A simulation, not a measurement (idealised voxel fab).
This is a process module. Its name is voxel wiring stack.
In the cross-section labelled cut, the width is 155 nm and each square cell is 5 nm.
A cross-section is written here as square cells arranged in a grid, and it is given in bands from the top down, each band taking up one or more rows of cells.
Top, bottom (nm), then materials left to right with widths (nm); lone material tagged "throughout" fills the whole band edge to edge; "air" = empty space.
Heights are reckoned from 0. Under this level, the received wafer is all of one material. The bottommost band is open-ended downward, for example "0..down".
The notation "30 to 40" denotes a width that varies across the rows of cells in the band, beginning at the first number in the top row, finishing at the second number in the bottom row, and changing by an identical amount from each row to the next.
Where the words "no change occurred" appear for a step, the cross-section shows no cell changed by that step; every cell remained as before.
Sealed void inventory: empty space of 8 cells or more with no open way to the top, each as width x height at its distance from the left edge, in nm
Anything after a step's settings on that line? It's the simulator's own note about the step.
You can add "overlay nm" to a step's line. For a step with a mask, it describes how far the mask lay to the right of its planned position, and a negative number describes a lay to the left.
Before/after cross-section pairs, one process step each; after shown to lowest changed band; step and settings beneath. Pairs may be from different runs of this module on the same starting wafer; a pair continues from the one above only where its "Prior to step" entry says so.
PRIOR TO STEP
0..down = Si throughout
Sealed void inventory: none
POST-STEP APPEARANCE
15..0 = SiO2 throughout
Below a height of 0, the structure has not been altered.
Sealed void inventory: none
Q: step between the cross-sections above? A: CONFORMAL_DEP (material SiO2; thk nm 15)
Prior to step: the state before this step is the cross-section shown after the step in the pair just above.
POST-STEP APPEARANCE
20..15 = TiN throughout
Below a height of 15, the structure has not been altered.
Sealed void inventory: none
Q: step between the cross-sections above? A: DIRECTIONAL_DEP (material TiN; thk nm 5)
Prior to step: the state before this step is the cross-section shown after the step in the pair just above.
POST-STEP APPEARANCE
35..20 = W throughout
Below a height of 20, the structure has not been altered.
Sealed void inventory: none
Q: step between the cross-sections above? A: DIRECTIONAL_DEP (material W; thk nm 15)
Prior to step: the state before this step is the cross-section shown after the step in the pair just above.
POST-STEP APPEARANCE
35..20 = 20 air, 20 W, 25 air, 20 W, 25 air, 20 W, 25 air
Below a height of 20, the structure has not been altered.
Sealed void inventory: none
Q: step between the cross-sections above? A: MASKED_ETCH (tone cover; mask id METAL_1; width nm 20; pitch nm 45; etch materials W; depth nm 15; overlay nm 0)
Prior to step: the state before this step is the cross-section shown after the step in the pair just above.
POST-STEP APPEARANCE
35..20 = 20 air, 20 W, 25 air, 20 W, 25 air, 20 W, 25 air
20..15 = 20 air, 20 TiN, 25 air, 20 TiN, 25 air, 20 TiN, 25 air
Below a height of 15, the structure has not been altered.
Sealed void inventory: none
Q: step between the cross-sections above? A: MASKED_ETCH (tone cover; mask id METAL_1; width nm 20; pitch nm 45; etch materials TiN; depth nm 5; overlay nm 0)
Prior to step: the state before this step is the cross-section shown after the step in the pair just above.
POST-STEP APPEARANCE
40..35 = 15 air, 30 SiN, 15 air, 30 SiN, 15 air, 30 SiN, 20 air
35..20 = 15 air, 5 SiN, 20 W, 5 SiN, 15 air, 5 SiN, 20 W, 5 SiN, 15 air, 5 SiN, 20 W, 5 SiN, 20 air
20..15 = 20 SiN, 20 TiN, 25 SiN, 20 TiN, 25 SiN, 20 TiN, 25 SiN
Below a height of 15, the structure has not been altered.
Sealed void inventory: none
Q: step between the cross-sections above? A: CONFORMAL_DEP (material SiN; thk nm 5)
Prior to step: the state before this step is the cross-section shown after the step in the pair just above.
POST-STEP APPEARANCE
45..40 = lowk throughout
40..35 = 15 lowk, 30 SiN, 15 lowk, 30 SiN, 15 lowk, 30 SiN, 20 lowk
35..20 = 15 lowk, 5 SiN, 20 W, 5 SiN, 15 lowk, 5 SiN, 20 W, 5 SiN, 15 lowk, 5 SiN, 20 W, 5 SiN, 20 lowk
Below a height of 20, the structure has not been altered.
Sealed void inventory: none
Q: step between the cross-sections above? A: FILL_DEP (material lowk; thk nm 5)
Prior to step: the state before this step is the cross-section shown after the step in the pair just above.
POST-STEP APPEARANCE
35..20 = 15 lowk, 5 SiN, 20 W, 5 SiN, 15 lowk, 5 SiN, 20 W, 5 SiN, 15 lowk, 5 SiN, 20 W, 5 SiN, 20 lowk
Below a height of 20, the structure has not been altered.
Sealed void inventory: none
Q: step between the cross-sections above? A: CMP (height nm 35)
Prior to step: the state before this step is the cross-section shown after the step in the pair just above.
POST-STEP APPEARANCE
40..35 = SiCN throughout
Below a height of 35, the structure has not been altered.
Sealed void inventory: none
Q: step between the cross-sections above? A: CONFORMAL_DEP (material SiCN; thk nm 5)
Prior to step: the state before this step is the cross-section shown after the step in the pair just above.
POST-STEP APPEARANCE
55..40 = lowk throughout
Below a height of 40, the structure has not been altered.
Sealed void inventory: none
Q: step between the cross-sections above? A: DIRECTIONAL_DEP (material lowk; thk nm 15)
Prior to step: the state before this step is the cross-section shown after the step in the pair just above.
POST-STEP APPEARANCE
70..55 = 20 resist, 15 air, 75 resist, 15 air, 30 resist
Below a height of 55, the structure has not been altered.
Sealed void inventory: none
Q: step between the cross-sections above? A: PATTERN (tone open; mask id PLUG_1; material resist; width nm 15; pitch nm 90; thk nm 15; overlay nm 0)
Prior to step: the state before this step is the cross-section shown after the step in the pair just above.
POST-STEP APPEARANCE
70..55 = 20 resist, 15 air, 75 resist, 15 air, 30 resist
55..40 = 20 lowk, 15 air, 75 lowk, 15 air, 30 lowk
Below a height of 40, the structure has not been altered.
Sealed void inventory: none
Q: step between the cross-sections above? A: DIRECTIONAL_ETCH (etch materials lowk; depth nm 15)
Prior to step: the state before this step is the cross-section shown after the step in the pair just above.
POST-STEP APPEARANCE
70..55 = 20 resist, 15 air, 75 resist, 15 air, 30 resist
55..40 = 20 lowk, 15 air, 75 lowk, 15 air, 30 lowk
40..35 = 20 SiCN, 15 air, 75 SiCN, 15 air, 30 SiCN
Below a height of 35, the structure has not been altered.
Sealed void inventory: none
Q: step between the cross-sections above? A: DIRECTIONAL_ETCH (etch materials SiCN; depth nm 5)
Prior to step: the state before this step is the cross-section shown after the step in the pair just above.
POST-STEP APPEARANCE
55..40 = 20 lowk, 15 air, 75 lowk, 15 air, 30 lowk
Below a height of 40, the structure has not been altered.
Sealed void inventory: none
Q: step between the cross-sections above? A: STRIP (etch materials resist)
Prior to step: the state before this step is the cross-section shown after the step in the pair just above.
POST-STEP APPEARANCE
60..55 = 25 TiN, 5 air, 85 TiN, 5 air, 35 TiN
55..40 = 20 lowk, 5 TiN, 5 air, 5 TiN, 75 lowk, 5 TiN, 5 air, 5 TiN, 30 lowk
40..35 = 20 SiCN, 15 TiN, 75 SiCN, 15 TiN, 30 SiCN
Below a height of 35, the structure has not been altered.
Sealed void inventory: none
Q: step between the cross-sections above? A: CONFORMAL_DEP (material TiN; thk nm 5)
Prior to step: the state before this step is the cross-section shown after the step in the pair just above.
POST-STEP APPEARANCE
70..60 = W throughout
60..55 = 25 TiN, 5 W, 85 TiN, 5 W, 35 TiN
55..40 = 20 lowk, 5 TiN, 5 W, 5 TiN, 75 lowk, 5 TiN, 5 W, 5 TiN, 30 lowk
Below a height of 40, the structure has not been altered.
Sealed void inventory: none
Q: step between the cross-sections above? A: FILL_DEP (material W; thk nm 10)
Prior to step: the state before this step is the cross-section shown after the step in the pair just above.
POST-STEP APPEARANCE
55..40 = 20 lowk, 5 TiN, 5 W, 5 TiN, 75 lowk, 5 TiN, 5 W, 5 TiN, 30 lowk
Below a height of 40, the structure has not been altered.
Sealed void inventory: none
Q: step between the cross-sections above? A: CMP (height nm 55)
Prior to step: the state before this step is the cross-section shown after the step in the pair just above.
POST-STEP APPEARANCE
60..55 = SiN throughout
Below a height of 55, the structure has not been altered.
Sealed void inventory: none
Q: step between the cross-sections above? A: CONFORMAL_DEP (material SiN; thk nm 5)
Prior to step: the state before this step is the cross-section shown after the step in the pair just above.
POST-STEP APPEARANCE
85..60 = SiO2 throughout
Below a height of 60, the structure has not been altered.
Sealed void inventory: none
Q: step between the cross-sections above? A: DIRECTIONAL_DEP (material SiO2; thk nm 25)
Prior to step: the state before this step is the cross-section shown after the step in the pair just above.
POST-STEP APPEARANCE
100..85 = aC throughout
Below a height of 85, the structure has not been altered.
Sealed void inventory: none
Q: step between the cross-sections above? A: DIRECTIONAL_DEP (material aC; thk nm 15)
Prior to step: the state before this step is the cross-section shown after the step in the pair just above.
POST-STEP APPEARANCE
130..100 = 20 resist, 20 air, 25 resist, 20 air, 25 resist, 20 air, 25 resist
Below a height of 100, the structure has not been altered.
Sealed void inventory: none
Q: step between the cross-sections above? A: PATTERN (tone open; mask id METAL_2; material resist; width nm 20; pitch nm 45; thk nm 30; overlay nm 0)
Prior to step: the state before this step is the cross-section shown after the step in the pair just above.
POST-STEP APPEARANCE
115..100 = 20 resist, 20 air, 25 resist, 20 air, 25 resist, 20 air, 25 resist
100..85 = 20 aC, 20 air, 25 aC, 20 air, 25 aC, 20 air, 25 aC
Below a height of 85, the structure has not been altered.
Sealed void inventory: none
Q: step between the cross-sections above? A: DIRECTIONAL_ETCH (etch materials aC; depth nm 15)
Prior to step: the state before this step is the cross-section shown after the step in the pair just above.
POST-STEP APPEARANCE
100..85 = 20 aC, 20 air, 25 aC, 20 air, 25 aC, 20 air, 25 aC
Below a height of 85, the structure has not been altered.
Sealed void inventory: none
Q: step between the cross-sections above? A: STRIP (etch materials resist)
Prior to step: the state before this step is the cross-section shown after the step in the pair just above.
POST-STEP APPEARANCE
100..85 = 20 aC, 20 air, 25 aC, 20 air, 25 aC, 20 air, 25 aC
85..60 = 20 SiO2, 20 air, 25 SiO2, 20 air, 25 SiO2, 20 air, 25 SiO2
Below a height of 60, the structure has not been altered.
Sealed void inventory: none
Q: step between the cross-sections above? A: DIRECTIONAL_ETCH (etch materials SiO2; depth nm 25)
Prior to step: the state before this step is the cross-section shown after the step in the pair just above.
POST-STEP APPEARANCE
100..85 = 20 aC, 20 air, 25 aC, 20 air, 25 aC, 20 air, 25 aC
85..60 = 20 SiO2, 20 air, 25 SiO2, 20 air, 25 SiO2, 20 air, 25 SiO2
60..55 = 20 SiN, 20 air, 25 SiN, 20 air, 25 SiN, 20 air, 25 SiN
Below a height of 55, the structure has not been altered.
Sealed void inventory: none
Q: step between the cross-sections above? A: DIRECTIONAL_ETCH (etch materials SiN; depth nm 5)
Prior to step: the state before this step is the cross-section shown after the step in the pair just above.
POST-STEP APPEARANCE
85..60 = 20 SiO2, 20 air, 25 SiO2, 20 air, 25 SiO2, 20 air, 25 SiO2
Below a height of 60, the structure has not been altered.
Sealed void inventory: none
Q: step between the cross-sections above? A: STRIP (etch materials aC)
Prior to step: the state before this step is the cross-section shown after the step in the pair just above.
POST-STEP APPEARANCE
90..85 = 25 TiN, 10 air, 35 TiN, 10 air, 35 TiN, 10 air, 30 TiN
85..60 = 20 SiO2, 5 TiN, 10 air, 5 TiN, 25 SiO2, 5 TiN, 10 air, 5 TiN, 25 SiO2, 5 TiN, 10 air, 5 TiN, 25 SiO2
60..55 = 20 SiN, 20 TiN, 25 SiN, 20 TiN, 25 SiN, 20 TiN, 25 SiN
Below a height of 55, the structure has not been altered.
Sealed void inventory: none
Q: step between the cross-sections above? A: CONFORMAL_DEP (material TiN; thk nm 5)
Prior to step: the state before this step is the cross-section shown after the step in the pair just above.
POST-STEP APPEARANCE
100..90 = W throughout
90..85 = 25 TiN, 10 W, 35 TiN, 10 W, 35 TiN, 10 W, 30 TiN
85..60 = 20 SiO2, 5 TiN, 10 W, 5 TiN, 25 SiO2, 5 TiN, 10 W, 5 TiN, 25 SiO2, 5 TiN, 10 W, 5 TiN, 25 SiO2
Below a height of 60, the structure has not been altered.
Sealed void inventory: none
Q: step between the cross-sections above? A: FILL_DEP (material W; thk nm 10)
Prior to step: the state before this step is the cross-section shown after the step in the pair just above.
POST-STEP APPEARANCE
85..60 = 20 SiO2, 5 TiN, 10 W, 5 TiN, 25 SiO2, 5 TiN, 10 W, 5 TiN, 25 SiO2, 5 TiN, 10 W, 5 TiN, 25 SiO2
Below a height of 60, the structure has not been altered.
Sealed void inventory: none
Q: step between the cross-sections above? A: CMP (height nm 85)
Prior to step: the state before this step is the cross-section shown after the step in the pair just above.
POST-STEP APPEARANCE
90..85 = SiCN throughout
Below a height of 85, the structure has not been altered.
Sealed void inventory: none
Q: step between the cross-sections above? A: CONFORMAL_DEP (material SiCN; thk nm 5)
Prior to step: the state before this step is the cross-section shown after the step in the pair just above.
POST-STEP APPEARANCE
110..90 = SiO2 throughout
Below a height of 90, the structure has not been altered.
Sealed void inventory: none
Q: step between the cross-sections above? A: DIRECTIONAL_DEP (material SiO2; thk nm 20)
Prior to step: the state before this step is the cross-section shown after the step in the pair just above.
POST-STEP APPEARANCE
120..110 = aC throughout
Below a height of 110, the structure has not been altered.
Sealed void inventory: none
Q: step between the cross-sections above? A: DIRECTIONAL_DEP (material aC; thk nm 10)
Prior to step: the state before this step is the cross-section shown after the step in the pair just above.
POST-STEP APPEARANCE
150..120 = 20 resist, 15 air, 75 resist, 15 air, 30 resist
Below a height of 120, the structure has not been altered.
Sealed void inventory: none
Q: step between the cross-sections above? A: PATTERN (tone open; mask id PLUG_2; material resist; width nm 15; pitch nm 90; thk nm 30; overlay nm 0)
Prior to step: the state before this step is the cross-section shown after the step in the pair just above.
POST-STEP APPEARANCE
140..120 = 20 resist, 15 air, 75 resist, 15 air, 30 resist
120..110 = 20 aC, 15 air, 75 aC, 15 air, 30 aC
Below a height of 110, the structure has not been altered.
Sealed void inventory: none
Q: step between the cross-sections above? A: DIRECTIONAL_ETCH (etch materials aC; depth nm 10)
Prior to step: the state before this step is the cross-section shown after the step in the pair just above.
POST-STEP APPEARANCE
120..110 = 20 aC, 15 air, 75 aC, 15 air, 30 aC
Below a height of 110, the structure has not been altered.
Sealed void inventory: none
Q: step between the cross-sections above? A: STRIP (etch materials resist)
Prior to step: the state before this step is the cross-section shown after the step in the pair just above.
POST-STEP APPEARANCE
120..110 = 20 aC, 15 air, 75 aC, 15 air, 30 aC
110..90 = 20 SiO2, 15 air, 75 SiO2, 15 air, 30 SiO2
Below a height of 90, the structure has not been altered.
Sealed void inventory: none
Q: step between the cross-sections above? A: DIRECTIONAL_ETCH (etch materials SiO2; depth nm 20)
Prior to step: the state before this step is the cross-section shown after the step in the pair just above.
POST-STEP APPEARANCE
120..110 = 20 aC, 15 air, 75 aC, 15 air, 30 aC
110..90 = 20 SiO2, 15 air, 75 SiO2, 15 air, 30 SiO2
90..85 = 20 SiCN, 15 air, 75 SiCN, 15 air, 30 SiCN
Below a height of 85, the structure has not been altered.
Sealed void inventory: none
Q: step between the cross-sections above? A: DIRECTIONAL_ETCH (etch materials SiCN; depth nm 5)
Prior to step: the state before this step is the cross-section shown after the step in the pair just above.
POST-STEP APPEARANCE
110..90 = 20 SiO2, 15 air, 75 SiO2, 15 air, 30 SiO2
Below a height of 90, the structure has not been altered.
Sealed void inventory: none
Q: step between the cross-sections above? A: STRIP (etch materials aC)
Prior to step: the state before this step is the cross-section shown after the step in the pair just above.
POST-STEP APPEARANCE
110..95 = 20 SiO2, 15 air, 75 SiO2, 15 air, 30 SiO2
95..90 = 20 SiO2, 15 Ru, 75 SiO2, 15 Ru, 30 SiO2
90..85 = 20 SiCN, 15 Ru, 75 SiCN, 15 Ru, 30 SiCN
Below a height of 85, the structure has not been altered.
Sealed void inventory: none
Q: step between the cross-sections above? A: EPI (material Ru; thk nm 10)
Prior to step: the state before this step is the cross-section shown after the step in the pair just above.
POST-STEP APPEARANCE
110..105 = 20 SiO2, 15 air, 75 SiO2, 15 air, 30 SiO2
105..90 = 20 SiO2, 15 Ru, 75 SiO2, 15 Ru, 30 SiO2
Below a height of 90, the structure has not been altered.
Sealed void inventory: none
Q: step between the cross-sections above? A: EPI (material Ru; thk nm 10)
Prior to step: the state before this step is the cross-section shown after the step in the pair just above.
POST-STEP APPEARANCE
110..90 = 20 SiO2, 15 Ru, 75 SiO2, 15 Ru, 30 SiO2
Below a height of 90, the structure has not been altered.
Sealed void inventory: none
Q: step between the cross-sections above? A: EPI (material Ru; thk nm 5)
Prior to step: the state before this step is the cross-section shown after the step in the pair just above.
POST-STEP APPEARANCE
115..110 = SiN throughout
Below a height of 110, the structure has not been altered.
Sealed void inventory: none
Q: step between the cross-sections above? A: CONFORMAL_DEP (material SiN; thk nm 5)
Prior to step: the state before this step is the cross-section shown after the step in the pair just above.
POST-STEP APPEARANCE
140..115 = lowk throughout
Below a height of 115, the structure has not been altered.
Sealed void inventory: none
Q: step between the cross-sections above? A: DIRECTIONAL_DEP (material lowk; thk nm 25)
Prior to step: the state before this step is the cross-section shown after the step in the pair just above.
POST-STEP APPEARANCE
140..115 = 20 lowk, 20 air, 25 lowk, 20 air, 25 lowk, 20 air, 25 lowk
Below a height of 115, the structure has not been altered.
Sealed void inventory: none
Q: step between the cross-sections above? A: MASKED_ETCH (tone open; mask id METAL_3; width nm 20; pitch nm 45; etch materials lowk; depth nm 25; overlay nm 0)
Prior to step: the state before this step is the cross-section shown after the step in the pair just above.
POST-STEP APPEARANCE
140..115 = 20 lowk, 20 air, 25 lowk, 20 air, 25 lowk, 20 air, 25 lowk
115..110 = 20 SiN, 20 air, 25 SiN, 20 air, 25 SiN, 20 air, 25 SiN
Below a height of 110, the structure has not been altered.
Sealed void inventory: none
Q: step between the cross-sections above? A: MASKED_ETCH (tone open; mask id METAL_3; width nm 20; pitch nm 45; etch materials SiN; depth nm 5; overlay nm 0)
Prior to step: the state before this step is the cross-section shown after the step in the pair just above.
POST-STEP APPEARANCE
145..140 = 25 TiN, 10 air, 35 TiN, 10 air, 35 TiN, 10 air, 30 TiN
140..115 = 20 lowk, 5 TiN, 10 air, 5 TiN, 25 lowk, 5 TiN, 10 air, 5 TiN, 25 lowk, 5 TiN, 10 air, 5 TiN, 25 lowk
115..110 = 20 SiN, 20 TiN, 25 SiN, 20 TiN, 25 SiN, 20 TiN, 25 SiN
Below a height of 110, the structure has not been altered.
Sealed void inventory: none
Q: step between the cross-sections above? A: CONFORMAL_DEP (material TiN; thk nm 5)
Prior to step: the state before this step is the cross-section shown after the step in the pair just above.
POST-STEP APPEARANCE
155..145 = Cu throughout
145..140 = 25 TiN, 10 Cu, 35 TiN, 10 Cu, 35 TiN, 10 Cu, 30 TiN
140..115 = 20 lowk, 5 TiN, 10 Cu, 5 TiN, 25 lowk, 5 TiN, 10 Cu, 5 TiN, 25 lowk, 5 TiN, 10 Cu, 5 TiN, 25 lowk
Below a height of 115, the structure has not been altered.
Sealed void inventory: none
Q: step between the cross-sections above? A: FILL_DEP (material Cu; thk nm 10)
Prior to step: the state before this step is the cross-section shown after the step in the pair just above.
POST-STEP APPEARANCE
140..115 = 20 lowk, 5 TiN, 10 Cu, 5 TiN, 25 lowk, 5 TiN, 10 Cu, 5 TiN, 25 lowk, 5 TiN, 10 Cu, 5 TiN, 25 lowk
Below a height of 115, the structure has not been altered.
Sealed void inventory: none
Q: step between the cross-sections above? A: CMP (height nm 140)
Prior to step: the state before this step is the cross-section shown after the step in the pair just above.
POST-STEP APPEARANCE
145..140 = SiCN throughout
Below a height of 140, the structure has not been altered.
Sealed void inventory: none
Q: step between the cross-sections above? A: CONFORMAL_DEP (material SiCN; thk nm 5)
Prior to step: the state before this step is the cross-section shown after the step in the pair just above.
POST-STEP APPEARANCE
155..145 = lowk throughout
Below a height of 145, the structure has not been altered.
Sealed void inventory: none
Q: step between the cross-sections above? A: DIRECTIONAL_DEP (material lowk; thk nm 10)
Prior to step: the state before this step is the cross-section shown after the step in the pair just above.
POST-STEP APPEARANCE
165..155 = aC throughout
Below a height of 155, the structure has not been altered.
Sealed void inventory: none
Q: step between the cross-sections above? A: DIRECTIONAL_DEP (material aC; thk nm 10)
Prior to step: the state before this step is the cross-section shown after the step in the pair just above.
POST-STEP APPEARANCE
190..165 = 20 resist, 15 air, 30 resist, 15 air, 30 resist, 15 air, 30 resist
Below a height of 165, the structure has not been altered.
Sealed void inventory: none
Q: step between the cross-sections above? A: PATTERN (tone open; mask id PLUG_3; material resist; width nm 15; pitch nm 45; thk nm 25; overlay nm 0)
Prior to step: the state before this step is the cross-section shown after the step in the pair just above.
POST-STEP APPEARANCE
180..165 = 20 resist, 15 air, 30 resist, 15 air, 30 resist, 15 air, 30 resist
165..155 = 20 aC, 15 air, 30 aC, 15 air, 30 aC, 15 air, 30 aC
Below a height of 155, the structure has not been altered.
Sealed void inventory: none
Q: step between the cross-sections above? A: DIRECTIONAL_ETCH (etch materials aC; depth nm 10)
Prior to step: the state before this step is the cross-section shown after the step in the pair just above.
POST-STEP APPEARANCE
165..155 = 20 aC, 15 air, 30 aC, 15 air, 30 aC, 15 air, 30 aC
Below a height of 155, the structure has not been altered.
Sealed void inventory: none
Q: step between the cross-sections above? A: STRIP (etch materials resist)
Prior to step: the state before this step is the cross-section shown after the step in the pair just above.
POST-STEP APPEARANCE
165..155 = 20 aC, 15 air, 30 aC, 15 air, 30 aC, 15 air, 30 aC
155..145 = 20 lowk, 15 air, 30 lowk, 15 air, 30 lowk, 15 air, 30 lowk
Below a height of 145, the structure has not been altered.
Sealed void inventory: none
Q: step between the cross-sections above? A: DIRECTIONAL_ETCH (etch materials lowk; depth nm 10)
Prior to step: the state before this step is the cross-section shown after the step in the pair just above.
POST-STEP APPEARANCE
165..155 = 20 aC, 15 air, 30 aC, 15 air, 30 aC, 15 air, 30 aC
155..145 = 20 lowk, 15 air, 30 lowk, 15 air, 30 lowk, 15 air, 30 lowk
145..140 = 20 SiCN, 15 air, 30 SiCN, 15 air, 30 SiCN, 15 air, 30 SiCN
Below a height of 140, the structure has not been altered.
Sealed void inventory: none
Q: step between the cross-sections above? A: DIRECTIONAL_ETCH (etch materials SiCN; depth nm 5)
Prior to step: the state before this step is the cross-section shown after the step in the pair just above.
POST-STEP APPEARANCE
155..145 = 20 lowk, 15 air, 30 lowk, 15 air, 30 lowk, 15 air, 30 lowk
Below a height of 145, the structure has not been altered.
Sealed void inventory: none
Q: step between the cross-sections above? A: STRIP (etch materials aC)
Prior to step: the state before this step is the cross-section shown after the step in the pair just above.
POST-STEP APPEARANCE
160..155 = 25 TiN, 5 air, 40 TiN, 5 air, 40 TiN, 5 air, 35 TiN
155..145 = 20 lowk, 5 TiN, 5 air, 5 TiN, 30 lowk, 5 TiN, 5 air, 5 TiN, 30 lowk, 5 TiN, 5 air, 5 TiN, 30 lowk
145..140 = 20 SiCN, 15 TiN, 30 SiCN, 15 TiN, 30 SiCN, 15 TiN, 30 SiCN
Below a height of 140, the structure has not been altered.
Sealed void inventory: none
Q: step between the cross-sections above? A: CONFORMAL_DEP (material TiN; thk nm 5)
Prior to step: the state before this step is the cross-section shown after the step in the pair just above.
POST-STEP APPEARANCE
165..160 = W throughout
160..155 = 25 TiN, 5 W, 40 TiN, 5 W, 40 TiN, 5 W, 35 TiN
155..145 = 20 lowk, 5 TiN, 5 W, 5 TiN, 30 lowk, 5 TiN, 5 W, 5 TiN, 30 lowk, 5 TiN, 5 W, 5 TiN, 30 lowk
Below a height of 145, the structure has not been altered.
Sealed void inventory: none
Q: step between the cross-sections above? A: FILL_DEP (material W; thk nm 5)
Prior to step: the state before this step is the cross-section shown after the step in the pair just above.
POST-STEP APPEARANCE
155..145 = 20 lowk, 5 TiN, 5 W, 5 TiN, 30 lowk, 5 TiN, 5 W, 5 TiN, 30 lowk, 5 TiN, 5 W, 5 TiN, 30 lowk
Below a height of 145, the structure has not been altered.
Sealed void inventory: none
Q: step between the cross-sections above? A: CMP (height nm 155)
Prior to step: the state before this step is the cross-section shown after the step in the pair just above.
POST-STEP APPEARANCE
160..155 = TiN throughout
Below a height of 155, the structure has not been altered.
Sealed void inventory: none
Q: step between the cross-sections above? A: DIRECTIONAL_DEP (material TiN; thk nm 5)
Prior to step: the state before this step is the cross-section shown after the step in the pair just above.
POST-STEP APPEARANCE
175..160 = W throughout
Below a height of 160, the structure has not been altered.
Sealed void inventory: none
Q: step between the cross-sections above? A: DIRECTIONAL_DEP (material W; thk nm 15)
Prior to step: the state before this step is the cross-section shown after the step in the pair just above.
POST-STEP APPEARANCE
195..175 = 20 air, 20 resist, 25 air, 20 resist, 25 air, 20 resist, 25 air
Below a height of 175, the structure has not been altered.
Sealed void inventory: none
Q: step between the cross-sections above? A: PATTERN (tone cover; mask id METAL_4; material resist; width nm 20; pitch nm 45; thk nm 20; overlay nm 0)
Prior to step: the state before this step is the cross-section shown after the step in the pair just above.
POST-STEP APPEARANCE
195..175 = 20 air, 20 resist, 25 air, 20 resist, 25 air, 20 resist, 25 air
175..160 = 20 air, 20 W, 25 air, 20 W, 25 air, 20 W, 25 air
Below a height of 160, the structure has not been altered.
Sealed void inventory: none
Q: step between the cross-sections above? A: DIRECTIONAL_ETCH (etch materials W; depth nm 15)
Prior to step: the state before this step is the cross-section shown after the step in the pair just above.
POST-STEP APPEARANCE
195..175 = 20 air, 20 resist, 25 air, 20 resist, 25 air, 20 resist, 25 air
175..160 = 20 air, 20 W, 25 air, 20 W, 25 air, 20 W, 25 air
160..155 = 20 air, 20 TiN, 25 air, 20 TiN, 25 air, 20 TiN, 25 air
Below a height of 155, the structure has not been altered.
Sealed void inventory: none
Q: step between the cross-sections above? A: DIRECTIONAL_ETCH (etch materials TiN; depth nm 5)
Prior to step: the state before this step is the cross-section shown after the step in the pair just above.
POST-STEP APPEARANCE
175..160 = 20 air, 20 W, 25 air, 20 W, 25 air, 20 W, 25 air
Below a height of 160, the structure has not been altered.
Sealed void inventory: none
Q: step between the cross-sections above? A: STRIP (etch materials resist)
Prior to step: the state before this step is the cross-section shown after the step in the pair just above.
POST-STEP APPEARANCE
180..175 = 15 air, 30 SiCN, 15 air, 30 SiCN, 15 air, 30 SiCN, 20 air
175..160 = 15 air, 5 SiCN, 20 W, 5 SiCN, 15 air, 5 SiCN, 20 W, 5 SiCN, 15 air, 5 SiCN, 20 W, 5 SiCN, 20 air
160..155 = 20 SiCN, 20 TiN, 25 SiCN, 20 TiN, 25 SiCN, 20 TiN, 25 SiCN
Below a height of 155, the structure has not been altered.
Sealed void inventory: none
Q: step between the cross-sections above? A: CONFORMAL_DEP (material SiCN; thk nm 5)
Prior to step: the state before this step is the cross-section shown after the step in the pair just above.
POST-STEP APPEARANCE
185..180 = lowk throughout
180..175 = 15 lowk, 30 SiCN, 15 lowk, 30 SiCN, 15 lowk, 30 SiCN, 20 lowk
175..160 = 15 lowk, 5 SiCN, 20 W, 5 SiCN, 15 lowk, 5 SiCN, 20 W, 5 SiCN, 15 lowk, 5 SiCN, 20 W, 5 SiCN, 20 lowk
Below a height of 160, the structure has not been altered.
Sealed void inventory: none
Q: step between the cross-sections above? A: FILL_DEP (material lowk; thk nm 5)
Prior to step: the state before this step is the cross-section shown after the step in the pair just above.
POST-STEP APPEARANCE
175..160 = 15 lowk, 5 SiCN, 20 W, 5 SiCN, 15 lowk, 5 SiCN, 20 W, 5 SiCN, 15 lowk, 5 SiCN, 20 W, 5 SiCN, 20 lowk
Below a height of 160, the structure has not been altered.
Sealed void inventory: none
Q: step between the cross-sections above? A: CMP (height nm 175)
Prior to step: the state before this step is the cross-section shown after the step in the pair just above.
POST-STEP APPEARANCE
180..175 = SiCN throughout
Below a height of 175, the structure has not been altered.
Sealed void inventory: none
Q: step between the cross-sections above? A: CONFORMAL_DEP (material SiCN; thk nm 5)
PRIOR TO STEP
110..90 = 20 SiO2, 15 Ru, 75 SiO2, 15 Ru, 30 SiO2
90..85 = 20 SiCN, 15 Ru, 75 SiCN, 15 Ru, 30 SiCN
85..60 = 20 SiO2, 5 TiN, 10 W, 5 TiN, 25 SiO2, 5 TiN, 10 W, 5 TiN, 25 SiO2, 5 TiN, 10 W, 5 TiN, 25 SiO2
60..55 = 20 SiN, 20 TiN, 25 SiN, 20 TiN, 25 SiN, 20 TiN, 25 SiN
55..40 = 20 lowk, 5 TiN, 5 W, 5 TiN, 75 lowk, 5 TiN, 5 W, 5 TiN, 30 lowk
40..35 = 20 SiCN, 15 TiN, 75 SiCN, 15 TiN, 30 SiCN
35..20 = 15 lowk, 5 SiN, 20 W, 5 SiN, 15 lowk, 5 SiN, 20 W, 5 SiN, 15 lowk, 5 SiN, 20 W, 5 SiN, 20 lowk
20..15 = 20 SiN, 20 TiN, 25 SiN, 20 TiN, 25 SiN, 20 TiN, 25 SiN
15..0 = SiO2 throughout
0..down = Si throughout
Sealed void inventory: none
POST-STEP APPEARANCE
135..110 = lowk throughout
Below a height of 110, the structure has not been altered.
Sealed void inventory: none
Q: step between the cross-sections above? A: DIRECTIONAL_DEP (material lowk; thk nm 25)
Prior to step: the state before this step is the cross-section shown after the step in the pair just above.
POST-STEP APPEARANCE
135..110 = 20 lowk, 20 air, 25 lowk, 20 air, 25 lowk, 20 air, 25 lowk
Below a height of 110, the structure has not been altered.
Sealed void inventory: none
Q: step between the cross-sections above? A: MASKED_ETCH (tone open; mask id METAL_3; width nm 20; pitch nm 45; etch materials lowk; depth nm 25; overlay nm 0)
Prior to step: the state before this step is the cross-section shown after the step in the pair just above.
POST-STEP APPEARANCE
140..135 = 25 TiN, 10 air, 35 TiN, 10 air, 35 TiN, 10 air, 30 TiN
135..115 = 20 lowk, 5 TiN, 10 air, 5 TiN, 25 lowk, 5 TiN, 10 air, 5 TiN, 25 lowk, 5 TiN, 10 air, 5 TiN, 25 lowk
115..110 = 20 lowk, 20 TiN, 25 lowk, 20 TiN, 25 lowk, 20 TiN, 25 lowk
Below a height of 110, the structure has not been altered.
Sealed void inventory: none
Q: step between the cross-sections above? A: CONFORMAL_DEP (material TiN; thk nm 5)
Prior to step: the state before this step is the cross-section shown after the step in the pair just above.
POST-STEP APPEARANCE
150..140 = Cu throughout
140..135 = 25 TiN, 10 Cu, 35 TiN, 10 Cu, 35 TiN, 10 Cu, 30 TiN
135..115 = 20 lowk, 5 TiN, 10 Cu, 5 TiN, 25 lowk, 5 TiN, 10 Cu, 5 TiN, 25 lowk, 5 TiN, 10 Cu, 5 TiN, 25 lowk
Below a height of 115, the structure has not been altered.
Sealed void inventory: none
Q: step between the cross-sections above? A: FILL_DEP (material Cu; thk nm 10)
Prior to step: the state before this step is the cross-section shown after the step in the pair just above.
POST-STEP APPEARANCE
140..135 = 25 TiN, 10 Cu, 35 TiN, 10 Cu, 35 TiN, 10 Cu, 30 TiN
Below a height of 135, the structure has not been altered.
Sealed void inventory: none
Q: step between the cross-sections above? A: CMP (height nm 140)
